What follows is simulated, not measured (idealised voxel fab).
process module | voxel double patterning
cross-section cut | 225 nm wide | cells 5 nm
A cross-section is a grid of square cells, given in bands from the top down. A band is one or more rows of cells.
Each band's line starts with the height of the band's top and of its bottom, in nm. Then come its materials from left to right, each with its width in nm. One material with "throughout" fills the band from edge to edge. "air" is empty space.
Height 0 is the level under which the wafer as received is all one material. The lowest band goes on downwards, as in "0 down".
A width such as "30 to 40" changes by the same amount from each row of cells to the next, from the band's top row to its bottom row.
"no change" after a step means that no cell of the cross-section changed.
closed voids: empty space of 8 cells or more with no open way to the top, each as width x height at its distance from the left edge, in nm
after a step's settings: what the simulator itself notes on the step
overlay nm, on a step with a mask: how far to the right of its planned place the mask lay; to the left if negative
plan
1 op RECEIVE | material Si
2 op CONFORMAL_DEP | material SiO2 | thk nm 5
3 op DIRECTIONAL_DEP | material W | thk nm 20
4 op DIRECTIONAL_DEP | material SiCN | thk nm 10
5 op DIRECTIONAL_DEP | material aC | thk nm 15
6 op PATTERN | tone open | mask id FIRST | material resist | width nm 15 | pitch nm 50 | thk nm 35 | overlay nm 0
7 op DIRECTIONAL_ETCH | etch materials aC | depth nm 15
8 op STRIP | etch materials resist
9 op DIRECTIONAL_ETCH | etch materials SiCN | depth nm 10
10 op STRIP | etch materials aC
11 op DIRECTIONAL_DEP | material aC | thk nm 10
12 op PATTERN | tone open | mask id SECOND | material resist | width nm 15 | thk nm 25 | overlay nm 0
13 op DIRECTIONAL_ETCH | etch materials aC | depth nm 10
14 op STRIP | etch materials resist
15 op DIRECTIONAL_ETCH | etch materials SiCN | depth nm 10
16 op STRIP | etch materials aC
17 op DIRECTIONAL_ETCH | etch materials W | depth nm 20
18 op STRIP | etch materials SiCN
as received, after step 1
  0 down: Si throughout
  closed voids: none
a wafer at the end: this start, this plan, one mistake
  25 to 20: SiO2 throughout
  20 to 0: W throughout
  0 down: Si throughout
  closed voids: none
what went wrong: steps 2 and 3 were swapped
